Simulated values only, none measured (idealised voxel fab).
process module | voxel transistor to metal
cross-section cut | 210 nm wide | cells 5 nm
A cross-section is a grid of square cells, given in bands from the top down. A band is one or more rows of cells.
Each band's line starts with the height of the band's top and of its bottom, in nm. Then come its materials from left to right, each with its width in nm. One material with "throughout" fills the band from edge to edge. "air" is empty space.
Height 0 is the level under which the wafer as received is all one material. The lowest band goes on downwards, as in "0 down".
A width such as "30 to 40" changes by the same amount from each row of cells to the next, from the band's top row to its bottom row.
"no change" after a step means that no cell of the cross-section changed.
closed voids: empty space of 8 cells or more with no open way to the top, each as width x height at its distance from the left edge, in nm
after a step's settings: what the simulator itself notes on the step
overlay nm, on a step with a mask: how far to the right of its planned place the mask lay; to the left if negative
plan
1 op RECEIVE | material Si
2 op OXIDIZE | depth nm 5
3 op CONFORMAL_DEP | material SiN | thk nm 10
4 op MASKED_ETCH | tone cover | mask id ACTIVE | width nm 110 | etch materials SiN | depth nm 10 | overlay nm 0
5 op MASKED_ETCH | tone cover | mask id ACTIVE | width nm 110 | etch materials SiO2 | depth nm 5 | overlay nm 0
6 op MASKED_ETCH | tone cover | mask id ACTIVE | width nm 110 | etch materials Si | depth nm 20 | overlay nm 0
7 op FILL_DEP | material SiO2 | thk nm 10
8 op CMP | height nm 10
9 op SELECTIVE_ETCH | etch materials SiO2 | depth nm 10
10 op STRIP | etch materials SiN
11 op SELECTIVE_ETCH | etch materials SiO2 | depth nm 5
12 op OXIDIZE | depth nm 5
13 op DIRECTIONAL_DEP | material polySi | thk nm 20
14 op DIRECTIONAL_DEP | material SiCN | thk nm 15
15 op DIRECTIONAL_DEP | material aC | thk nm 10
16 op PATTERN | tone cover | mask id GATE | material resist | width nm 30 | thk nm 25 | overlay nm 0
17 op DIRECTIONAL_ETCH | etch materials aC | depth nm 10
18 op STRIP | etch materials resist
19 op DIRECTIONAL_ETCH | etch materials SiCN | depth nm 25
20 op DIRECTIONAL_ETCH | etch materials polySi | depth nm 30
21 op STRIP | etch materials aC
22 op CONFORMAL_DEP | material SiN | thk nm 10
23 op DIRECTIONAL_ETCH | etch materials SiN | depth nm 10
24 op DIRECTIONAL_ETCH | etch materials SiO2 | depth nm 5
25 op DIRECTIONAL_ETCH | etch materials Si | depth nm 15
26 op EPI | material nSi | thk nm 20
27 op FILL_DEP | material SiO2 | thk nm 10
28 op CMP | height nm 15
29 op STRIP | etch materials polySi
30 op SELECTIVE_ETCH | etch materials SiO2 | depth nm 5
31 op CONFORMAL_DEP | material HfO2 | thk nm 5
32 op CONFORMAL_DEP | material TiN | thk nm 5
33 op FILL_DEP | material W | thk nm 10
34 op CMP | height nm 10
35 op DIRECTIONAL_DEP | material SiO2 | thk nm 10
36 op DIRECTIONAL_DEP | material aC | thk nm 15
37 op PATTERN | tone open | mask id CONTACT | material resist | width nm 15 | pitch nm 75 | thk nm 35 | overlay nm 0
38 op DIRECTIONAL_ETCH | etch materials aC | depth nm 15
39 op STRIP | etch materials resist
40 op DIRECTIONAL_ETCH | etch materials SiO2 | depth nm 10
41 op STRIP | etch materials aC
42 op CONFORMAL_DEP | material TiN | thk nm 5
43 op FILL_DEP | material Ru | thk nm 10
44 op CMP | height nm 20
45 op CONFORMAL_DEP | material SiCN | thk nm 5
46 op DIRECTIONAL_DEP | material SiO2 | thk nm 15
47 op PATTERN | tone open | mask id METAL_1 | material resist | width nm 15 | pitch nm 75 | thk nm 20 | overlay nm 0
48 op DIRECTIONAL_ETCH | etch materials SiO2 | depth nm 15
49 op DIRECTIONAL_ETCH | etch materials SiCN | depth nm 5
50 op STRIP | etch materials resist
51 op CONFORMAL_DEP | material TiN | thk nm 5
52 op FILL_DEP | material Ru | thk nm 10
53 op CMP | height nm 40
54 op CONFORMAL_DEP | material SiN | thk nm 5
first wafer, as planned
as received, after step 1
  0 down: Si throughout
  closed voids: none
after step 2
  0 to -5: SiO2 throughout
  below -5: unchanged
after step 3
  10 to 0: SiN throughout
  below 0: unchanged
after step 4
  10 to 0: air 50 | SiN 110 | air 50
  below 0: unchanged
after step 5
  10 to 0: air 50 | SiN 110 | air 50
  0 to -5: air 50 | SiO2 110 | air 50
  below -5: unchanged
after step 6
  10 to 0: air 50 | SiN 110 | air 50
  0 to -5: air 50 | SiO2 110 | air 50
  -5 to -25: air 50 | Si 110 | air 50
  below -25: unchanged
after step 7
  20 to 10: SiO2 throughout
  10 to 0: SiO2 50 | SiN 110 | SiO2 50
  0 to -5: SiO2 throughout
  -5 to -25: SiO2 50 | Si 110 | SiO2 50
  below -25: unchanged
after step 8
  10 to 0: SiO2 50 | SiN 110 | SiO2 50
  below 0: unchanged
after step 9
  10 to 0: air 50 | SiN 110 | air 50
  below 0: unchanged
after step 10
  0 to -5: SiO2 throughout
  below -5: unchanged
after step 11
  -5 to -25: SiO2 50 | Si 110 | SiO2 50
  below -25: unchanged
after step 12
  -5 to -10: SiO2 throughout
  below -10: unchanged
after step 13
  15 to -5: polySi throughout
  below -5: unchanged
after step 14
  30 to 15: SiCN throughout
  below 15: unchanged
after step 15
  40 to 30: aC throughout
  below 30: unchanged
after step 16
  65 to 40: air 90 | resist 30 | air 90
  below 40: unchanged
after step 17
  55 to 40: air 90 | resist 30 | air 90
  40 to 30: air 90 | aC 30 | air 90
  below 30: unchanged
after step 18
  40 to 30: air 90 | aC 30 | air 90
  below 30: unchanged
after step 19
  40 to 30: air 90 | aC 30 | air 90
  30 to 15: air 90 | SiCN 30 | air 90
  below 15: unchanged
after step 20
  40 to 30: air 90 | aC 30 | air 90
  30 to 15: air 90 | SiCN 30 | air 90
  15 to -5: air 90 | polySi 30 | air 90
  below -5: unchanged
after step 21
  30 to 15: air 90 | SiCN 30 | air 90
  below 15: unchanged
after step 22
  40 to 30: air 80 | SiN 50 | air 80
  30 to 15: air 80 | SiN 10 | SiCN 30 | SiN 10 | air 80
  15 to 5: air 80 | SiN 10 | polySi 30 | SiN 10 | air 80
  5 to -5: SiN 90 | polySi 30 | SiN 90
  below -5: unchanged
after step 23
  30 to 15: air 80 | SiN 10 | SiCN 30 | SiN 10 | air 80
  15 to -5: air 80 | SiN 10 | polySi 30 | SiN 10 | air 80
  below -5: unchanged
after step 24
  30 to 15: air 80 | SiN 10 | SiCN 30 | SiN 10 | air 80
  15 to -5: air 80 | SiN 10 | polySi 30 | SiN 10 | air 80
  -5 to -10: air 80 | SiO2 50 | air 80
  below -10: unchanged
after step 25
  30 to 15: air 80 | SiN 10 | SiCN 30 | SiN 10 | air 80
  15 to -5: air 80 | SiN 10 | polySi 30 | SiN 10 | air 80
  -5 to -10: air 80 | SiO2 50 | air 80
  -10 to -25: SiO2 50 | air 30 | Si 50 | air 30 | SiO2 50
  below -25: unchanged
after step 26
  30 to 15: air 80 | SiN 10 | SiCN 30 | SiN 10 | air 80
  15 to 10: air 80 | SiN 10 | polySi 30 | SiN 10 | air 80
  10 to -5: air 60 | nSi 20 | SiN 10 | polySi 30 | SiN 10 | nSi 20 | air 60
  -5 to -10: air 45 | nSi 35 | SiO2 50 | nSi 35 | air 45
  -10 to -25: SiO2 50 | nSi 30 | Si 50 | nSi 30 | SiO2 50
  below -25: unchanged
after step 27
  40 to 30: SiO2 throughout
  30 to 15: SiO2 80 | SiN 10 | SiCN 30 | SiN 10 | SiO2 80
  15 to 10: SiO2 80 | SiN 10 | polySi 30 | SiN 10 | SiO2 80
  10 to -5: SiO2 60 | nSi 20 | SiN 10 | polySi 30 | SiN 10 | nSi 20 | SiO2 60
  -5 to -10: SiO2 45 | nSi 35 | SiO2 50 | nSi 35 | SiO2 45
  below -10: unchanged
after step 28
  15 to 10: SiO2 80 | SiN 10 | polySi 30 | SiN 10 | SiO2 80
  below 10: unchanged
after step 29
  15 to 10: SiO2 80 | SiN 10 | air 30 | SiN 10 | SiO2 80
  10 to -5: SiO2 60 | nSi 20 | SiN 10 | air 30 | SiN 10 | nSi 20 | SiO2 60
  below -5: unchanged
after step 30
  15 to 10: air 80 | SiN 10 | air 30 | SiN 10 | air 80
  10 to -5: SiO2 60 | nSi 20 | SiN 10 | air 30 | SiN 10 | nSi 20 | SiO2 60
  -5 to -10: SiO2 45 | nSi 35 | SiO2 5 | air 40 | SiO2 5 | nSi 35 | SiO2 45
  below -10: unchanged
after step 31
  20 to 15: air 75 | HfO2 20 | air 20 | HfO2 20 | air 75
  15 to 10: HfO2 80 | SiN 10 | HfO2 5 | air 20 | HfO2 5 | SiN 10 | HfO2 80
  10 to -5: SiO2 60 | nSi 20 | SiN 10 | HfO2 5 | air 20 | HfO2 5 | SiN 10 | nSi 20 | SiO2 60
  -5 to -10: SiO2 45 | nSi 35 | SiO2 5 | HfO2 40 | SiO2 5 | nSi 35 | SiO2 45
  below -10: unchanged
after step 32
  25 to 20: air 70 | TiN 30 | air 10 | TiN 30 | air 70
  20 to 15: TiN 75 | HfO2 20 | TiN 5 | air 10 | TiN 5 | HfO2 20 | TiN 75
  15 to 10: HfO2 80 | SiN 10 | HfO2 5 | TiN 5 | air 10 | TiN 5 | HfO2 5 | SiN 10 | HfO2 80
  10 to 0: SiO2 60 | nSi 20 | SiN 10 | HfO2 5 | TiN 5 | air 10 | TiN 5 | HfO2 5 | SiN 10 | nSi 20 | SiO2 60
  0 to -5: SiO2 60 | nSi 20 | SiN 10 | HfO2 5 | TiN 20 | HfO2 5 | SiN 10 | nSi 20 | SiO2 60
  below -5: unchanged
after step 33
  35 to 25: W throughout
  25 to 20: W 70 | TiN 30 | W 10 | TiN 30 | W 70
  20 to 15: TiN 75 | HfO2 20 | TiN 5 | W 10 | TiN 5 | HfO2 20 | TiN 75
  15 to 10: HfO2 80 | SiN 10 | HfO2 5 | TiN 5 | W 10 | TiN 5 | HfO2 5 | SiN 10 | HfO2 80
  10 to 0: SiO2 60 | nSi 20 | SiN 10 | HfO2 5 | TiN 5 | W 10 | TiN 5 | HfO2 5 | SiN 10 | nSi 20 | SiO2 60
  below 0: unchanged
after step 34
  10 to 0: SiO2 60 | nSi 20 | SiN 10 | HfO2 5 | TiN 5 | W 10 | TiN 5 | HfO2 5 | SiN 10 | nSi 20 | SiO2 60
  below 0: unchanged
after step 35
  20 to 10: SiO2 throughout
  below 10: unchanged
after step 36
  35 to 20: aC throughout
  below 20: unchanged
after step 37
  70 to 35: resist 60 | air 15 | resist 60 | air 15 | resist 60
  below 35: unchanged
after step 38
  55 to 35: resist 60 | air 15 | resist 60 | air 15 | resist 60
  35 to 20: aC 60 | air 15 | aC 60 | air 15 | aC 60
  below 20: unchanged
after step 39
  35 to 20: aC 60 | air 15 | aC 60 | air 15 | aC 60
  below 20: unchanged
after step 40
  35 to 20: aC 60 | air 15 | aC 60 | air 15 | aC 60
  20 to 10: SiO2 60 | air 15 | SiO2 60 | air 15 | SiO2 60
  below 10: unchanged
after step 41
  20 to 10: SiO2 60 | air 15 | SiO2 60 | air 15 | SiO2 60
  below 10: unchanged
after step 42
  25 to 20: TiN 65 | air 5 | TiN 70 | air 5 | TiN 65
  20 to 15: SiO2 60 | TiN 5 | air 5 | TiN 5 | SiO2 60 | TiN 5 | air 5 | TiN 5 | SiO2 60
  15 to 10: SiO2 60 | TiN 15 | SiO2 60 | TiN 15 | SiO2 60
  below 10: unchanged
after step 43
  35 to 25: Ru throughout
  25 to 20: TiN 65 | Ru 5 | TiN 70 | Ru 5 | TiN 65
  20 to 15: SiO2 60 | TiN 5 | Ru 5 | TiN 5 | SiO2 60 | TiN 5 | Ru 5 | TiN 5 | SiO2 60
  below 15: unchanged
after step 44
  20 to 15: SiO2 60 | TiN 5 | Ru 5 | TiN 5 | SiO2 60 | TiN 5 | Ru 5 | TiN 5 | SiO2 60
  below 15: unchanged
after step 45
  25 to 20: SiCN throughout
  below 20: unchanged
after step 46
  40 to 25: SiO2 throughout
  below 25: unchanged
after step 47
  60 to 40: resist 60 | air 15 | resist 60 | air 15 | resist 60
  below 40: unchanged
after step 48
  60 to 40: resist 60 | air 15 | resist 60 | air 15 | resist 60
  40 to 25: SiO2 60 | air 15 | SiO2 60 | air 15 | SiO2 60
  below 25: unchanged
after step 49
  60 to 40: resist 60 | air 15 | resist 60 | air 15 | resist 60
  40 to 25: SiO2 60 | air 15 | SiO2 60 | air 15 | SiO2 60
  25 to 20: SiCN 60 | air 15 | SiCN 60 | air 15 | SiCN 60
  below 20: unchanged
after step 50
  40 to 25: SiO2 60 | air 15 | SiO2 60 | air 15 | SiO2 60
  below 25: unchanged
after step 51
  45 to 40: TiN 65 | air 5 | TiN 70 | air 5 | TiN 65
  40 to 25: SiO2 60 | TiN 5 | air 5 | TiN 5 | SiO2 60 | TiN 5 | air 5 | TiN 5 | SiO2 60
  25 to 20: SiCN 60 | TiN 15 | SiCN 60 | TiN 15 | SiCN 60
  below 20: unchanged
after step 52
  55 to 45: Ru throughout
  45 to 40: TiN 65 | Ru 5 | TiN 70 | Ru 5 | TiN 65
  40 to 25: SiO2 60 | TiN 5 | Ru 5 | TiN 5 | SiO2 60 | TiN 5 | Ru 5 | TiN 5 | SiO2 60
  below 25: unchanged
after step 53
  40 to 25: SiO2 60 | TiN 5 | Ru 5 | TiN 5 | SiO2 60 | TiN 5 | Ru 5 | TiN 5 | SiO2 60
  below 25: unchanged
after step 54
  45 to 40: SiN throughout
  below 40: unchanged
second wafer: like start, like plan, one mistake. Through step 42 it matches the first wafer
when step 43 should have ended
  35 to 25: HfO2 throughout
  25 to 20: TiN 65 | HfO2 5 | TiN 70 | HfO2 5 | TiN 65
  20 to 15: SiO2 60 | TiN 5 | HfO2 5 | TiN 5 | SiO2 60 | TiN 5 | HfO2 5 | TiN 5 | SiO2 60
  below 15: unchanged
when step 44 should have ended
  20 to 15: SiO2 60 | TiN 5 | HfO2 5 | TiN 5 | SiO2 60 | TiN 5 | HfO2 5 | TiN 5 | SiO2 60
  below 15: unchanged
when step 45 should have ended
  25 to 20: SiCN throughout
  below 20: unchanged
when step 46 should have ended
  40 to 25: SiO2 throughout
  below 25: unchanged
when step 47 should have ended
  60 to 40: resist 60 | air 15 | resist 60 | air 15 | resist 60
  below 40: unchanged
when step 48 should have ended
  60 to 40: resist 60 | air 15 | resist 60 | air 15 | resist 60
  40 to 25: SiO2 60 | air 15 | SiO2 60 | air 15 | SiO2 60
  below 25: unchanged
when step 49 should have ended
  60 to 40: resist 60 | air 15 | resist 60 | air 15 | resist 60
  40 to 25: SiO2 60 | air 15 | SiO2 60 | air 15 | SiO2 60
  25 to 20: SiCN 60 | air 15 | SiCN 60 | air 15 | SiCN 60
  below 20: unchanged
when step 50 should have ended
  40 to 25: SiO2 60 | air 15 | SiO2 60 | air 15 | SiO2 60
  below 25: unchanged
when step 51 should have ended
  45 to 40: TiN 65 | air 5 | TiN 70 | air 5 | TiN 65
  40 to 25: SiO2 60 | TiN 5 | air 5 | TiN 5 | SiO2 60 | TiN 5 | air 5 | TiN 5 | SiO2 60
  25 to 20: SiCN 60 | TiN 15 | SiCN 60 | TiN 15 | SiCN 60
  below 20: unchanged
when step 52 should have ended
  55 to 45: Ru throughout
  45 to 40: TiN 65 | Ru 5 | TiN 70 | Ru 5 | TiN 65
  40 to 25: SiO2 60 | TiN 5 | Ru 5 | TiN 5 | SiO2 60 | TiN 5 | Ru 5 | TiN 5 | SiO2 60
  below 25: unchanged
when step 53 should have ended
  40 to 25: SiO2 60 | TiN 5 | Ru 5 | TiN 5 | SiO2 60 | TiN 5 | Ru 5 | TiN 5 | SiO2 60
  below 25: unchanged
when step 54 should have ended
  45 to 40: SiN throughout
  below 40: unchanged
what went wrong: step 43 ran as: op FILL_DEP | material HfO2 | thk nm 10
at the end the second wafer has, in cells: 2 more of HfO2 | 2 fewer of Ru
